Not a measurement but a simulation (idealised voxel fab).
You're looking at the process module voxel self aligned vias.
FYI the section here is cut, 180 nm wide, cells are 5 nm squares.
Reading order for cross-sections: top band down to bottom band. Underlying form: a grid of square cells. Band size: one or more rows of cells.
What a band's entry tells you: where the top is and where the bottom is, as heights in nm, and after that what lies inside, material by material from left to right, each with its width in nm. Empty space is written as the word "air", and a single material marked with the word "full width" occupies the band from edge to edge.
Counting heights begins at 0, where everything beneath is, in the wafer as received, one material. The lowest band has no bottom; it goes on downwards, as "0 down" shows.
Note: "30..40" means the width goes from the first number (top row of the band) to the second number (bottom row) in equal steps per row of cells.
"nothing was modified" (step): cross-section cells unchanged, all of them.
For the entry "Tabulated closed voids", the listed items are empty spaces with no open way to the top whose size is 8 cells or more; each item follows the pattern width x height at distance, where distance is from the left edge and all three are in nm.
What comes after the settings on a step's line is commentary from the simulator itself on that step.
overlay nm: right-of-plan distance of the mask on a masked step; negative values mean left-of-plan.
plan
| 1 | RECEIVE [material Si] |
| 2 | CONFORMAL_DEP [material SiO2] [thk nm 15] |
| 3 | CONFORMAL_DEP [material SiCN] [thk nm 5] |
| 4 | DIRECTIONAL_DEP [material SiO2] [thk nm 25] |
| 5 | PATTERN [tone open] [mask id LINES] [material resist] [width nm 20] [pitch nm 70] [thk nm 20] [overlay nm 0] |
| 6 | DIRECTIONAL_ETCH [etch materials SiO2] [depth nm 25] |
| 7 | STRIP [etch materials resist] |
| 8 | CONFORMAL_DEP [material TiN] [thk nm 5] |
| 9 | FILL_DEP [material Ru] [thk nm 5] |
| 10 | CMP [height nm 45] |
| 11 | SELECTIVE_ETCH [etch materials W Ru TiN] [depth nm 5] |
| 12 | FILL_DEP [material SiN] [thk nm 5] |
| 13 | CMP [height nm 45] |
| 14 | DIRECTIONAL_DEP [material SiO2] [thk nm 15] |
| 15 | PATTERN [tone open] [mask id VIAS] [material resist] [width nm 40] [pitch nm 70] [thk nm 20] [overlay nm 0] |
| 16 | DIRECTIONAL_ETCH [etch materials SiO2] [depth nm 15] |
| 17 | DIRECTIONAL_ETCH [etch materials SiN] [depth nm 5] |
| 18 | STRIP [etch materials resist] |
| 19 | CONFORMAL_DEP [material TiN] [thk nm 5] |
| 20 | FILL_DEP [material Cu] [thk nm 10] |
| 21 | CMP [height nm 60] |
| 22 | CONFORMAL_DEP [material SiN] [thk nm 5] |
First wafer of two (run as planned)
As received (post step 1): cross-section
  0 down: Si full width
  Tabulated closed voids: none
Cross-section of the wafer after step 2
  15 to 0: SiO2 full width
  Nothing below the height 0 has changed.
Cross-section of the wafer after step 3
  20 to 15: SiCN full width
  Nothing below the height 15 has changed.
Cross-section of the wafer after step 4
  45 to 20: SiO2 full width
  Nothing below the height 20 has changed.
Cross-section of the wafer after step 5
  65 to 45: resist=45 / air=20 / resist=50 / air=20 / resist=45
  Nothing below the height 45 has changed.
Cross-section of the wafer after step 6
  65 to 45: resist=45 / air=20 / resist=50 / air=20 / resist=45
  45 to 20: SiO2=45 / air=20 / SiO2=50 / air=20 / SiO2=45
  Nothing below the height 20 has changed.
Cross-section of the wafer after step 7
  45 to 20: SiO2=45 / air=20 / SiO2=50 / air=20 / SiO2=45
  Nothing below the height 20 has changed.
Cross-section of the wafer after step 8
  50 to 45: TiN=50 / air=10 / TiN=60 / air=10 / TiN=50
  45 to 25: SiO2=45 / TiN=5 / air=10 / TiN=5 / SiO2=50 / TiN=5 / air=10 / TiN=5 / SiO2=45
  25 to 20: SiO2=45 / TiN=20 / SiO2=50 / TiN=20 / SiO2=45
  Nothing below the height 20 has changed.
Cross-section of the wafer after step 9
  55 to 50: Ru full width
  50 to 45: TiN=50 / Ru=10 / TiN=60 / Ru=10 / TiN=50
  45 to 25: SiO2=45 / TiN=5 / Ru=10 / TiN=5 / SiO2=50 / TiN=5 / Ru=10 / TiN=5 / SiO2=45
  Nothing below the height 25 has changed.
Cross-section of the wafer after step 10
  45 to 25: SiO2=45 / TiN=5 / Ru=10 / TiN=5 / SiO2=50 / TiN=5 / Ru=10 / TiN=5 / SiO2=45
  Nothing below the height 25 has changed.
Cross-section of the wafer after step 11
  45 to 40: SiO2=45 / air=20 / SiO2=50 / air=20 / SiO2=45
  Nothing below the height 40 has changed.
Cross-section of the wafer after step 12
  50 to 45: SiN full width
  45 to 40: SiO2=45 / SiN=20 / SiO2=50 / SiN=20 / SiO2=45
  Nothing below the height 40 has changed.
Cross-section of the wafer after step 13
  45 to 40: SiO2=45 / SiN=20 / SiO2=50 / SiN=20 / SiO2=45
  Nothing below the height 40 has changed.
Cross-section of the wafer after step 14
  60 to 45: SiO2 full width
  Nothing below the height 45 has changed.
Cross-section of the wafer after step 15
  80 to 60: resist=35 / air=40 / resist=30 / air=40 / resist=35
  Nothing below the height 60 has changed.
Cross-section of the wafer after step 16
  80 to 60: resist=35 / air=40 / resist=30 / air=40 / resist=35
  60 to 45: SiO2=35 / air=40 / SiO2=30 / air=40 / SiO2=35
  Nothing below the height 45 has changed.
Cross-section of the wafer after step 17
  80 to 60: resist=35 / air=40 / resist=30 / air=40 / resist=35
  60 to 45: SiO2=35 / air=40 / SiO2=30 / air=40 / SiO2=35
  45 to 40: SiO2=45 / air=20 / SiO2=50 / air=20 / SiO2=45
  Nothing below the height 40 has changed.
Cross-section of the wafer after step 18
  60 to 45: SiO2=35 / air=40 / SiO2=30 / air=40 / SiO2=35
  Nothing below the height 45 has changed.
Cross-section of the wafer after step 19
  65 to 60: TiN=40 / air=30 / TiN=40 / air=30 / TiN=40
  60 to 50: SiO2=35 / TiN=5 / air=30 / TiN=5 / SiO2=30 / TiN=5 / air=30 / TiN=5 / SiO2=35
  50 to 45: SiO2=35 / TiN=15 / air=10 / TiN=15 / SiO2=30 / TiN=15 / air=10 / TiN=15 / SiO2=35
  45 to 40: SiO2=45 / TiN=20 / SiO2=50 / TiN=20 / SiO2=45
  Nothing below the height 40 has changed.
Cross-section of the wafer after step 20
  75 to 65: Cu full width
  65 to 60: TiN=40 / Cu=30 / TiN=40 / Cu=30 / TiN=40
  60 to 50: SiO2=35 / TiN=5 / Cu=30 / TiN=5 / SiO2=30 / TiN=5 / Cu=30 / TiN=5 / SiO2=35
  50 to 45: SiO2=35 / TiN=15 / Cu=10 / TiN=15 / SiO2=30 / TiN=15 / Cu=10 / TiN=15 / SiO2=35
  Nothing below the height 45 has changed.
Cross-section of the wafer after step 21
  60 to 50: SiO2=35 / TiN=5 / Cu=30 / TiN=5 / SiO2=30 / TiN=5 / Cu=30 / TiN=5 / SiO2=35
  Nothing below the height 50 has changed.
Cross-section of the wafer after step 22
  65 to 60: SiN full width
  Nothing below the height 60 has changed.
The second wafer began exactly as the first did and followed the same plan, but one mistake was made while running it; through step 2 inclusive, the two wafers are identical
Cross-section: second wafer, time at which step 3 was scheduled to end
  40 to 0: SiO2 full width
  Nothing below the height 0 has changed.
Cross-section: second wafer, time at which step 4 was scheduled to end
  45 to 40: SiCN full width
  Nothing below the height 40 has changed.
Cross-section: second wafer, time at which step 5 was scheduled to end
  65 to 45: resist=45 / air=20 / resist=50 / air=20 / resist=45
  Nothing below the height 45 has changed.
Cross-section: second wafer, time at which step 6 was scheduled to end: nothing was modified
Cross-section: second wafer, time at which step 7 was scheduled to end
  45 to 40: SiCN full width
  Nothing below the height 40 has changed.
Cross-section: second wafer, time at which step 8 was scheduled to end
  50 to 45: TiN full width
  Nothing below the height 45 has changed.
Cross-section: second wafer, time at which step 9 was scheduled to end
  55 to 50: Ru full width
  Nothing below the height 50 has changed.
Cross-section: second wafer, time at which step 10 was scheduled to end
  45 to 40: SiCN full width
  Nothing below the height 40 has changed.
Cross-section: second wafer, time at which step 11 was scheduled to end: nothing was modified
Cross-section: second wafer, time at which step 12 was scheduled to end
  50 to 45: SiN full width
  Nothing below the height 45 has changed.
Cross-section: second wafer, time at which step 13 was scheduled to end
  45 to 40: SiCN full width
  Nothing below the height 40 has changed.
Cross-section: second wafer, time at which step 14 was scheduled to end
  60 to 45: SiO2 full width
  Nothing below the height 45 has changed.
Cross-section: second wafer, time at which step 15 was scheduled to end
  80 to 60: resist=35 / air=40 / resist=30 / air=40 / resist=35
  Nothing below the height 60 has changed.
Cross-section: second wafer, time at which step 16 was scheduled to end
  80 to 60: resist=35 / air=40 / resist=30 / air=40 / resist=35
  60 to 45: SiO2=35 / air=40 / SiO2=30 / air=40 / SiO2=35
  Nothing below the height 45 has changed.
Cross-section: second wafer, time at which step 17 was scheduled to end: nothing was modified
Cross-section: second wafer, time at which step 18 was scheduled to end
  60 to 45: SiO2=35 / air=40 / SiO2=30 / air=40 / SiO2=35
  Nothing below the height 45 has changed.
Cross-section: second wafer, time at which step 19 was scheduled to end
  65 to 60: TiN=40 / air=30 / TiN=40 / air=30 / TiN=40
  60 to 50: SiO2=35 / TiN=5 / air=30 / TiN=5 / SiO2=30 / TiN=5 / air=30 / TiN=5 / SiO2=35
  50 to 45: SiO2=35 / TiN=40 / SiO2=30 / TiN=40 / SiO2=35
  Nothing below the height 45 has changed.
Cross-section: second wafer, time at which step 20 was scheduled to end
  75 to 65: Cu full width
  65 to 60: TiN=40 / Cu=30 / TiN=40 / Cu=30 / TiN=40
  60 to 50: SiO2=35 / TiN=5 / Cu=30 / TiN=5 / SiO2=30 / TiN=5 / Cu=30 / TiN=5 / SiO2=35
  Nothing below the height 50 has changed.
Cross-section: second wafer, time at which step 21 was scheduled to end
  60 to 50: SiO2=35 / TiN=5 / Cu=30 / TiN=5 / SiO2=30 / TiN=5 / Cu=30 / TiN=5 / SiO2=35
  Nothing below the height 50 has changed.
Cross-section: second wafer, time at which step 22 was scheduled to end
  65 to 60: SiN full width
  Nothing below the height 60 has changed.
Processing error: note: step 3 <-> step 4, run order reversed vs plan
In the final state, the cell counts of the second wafer exceed or fall short of those of the first for the following materials: 4 fewer of Cu, 12 fewer of Ru, 40 more of SiO2, 24 fewer of TiN
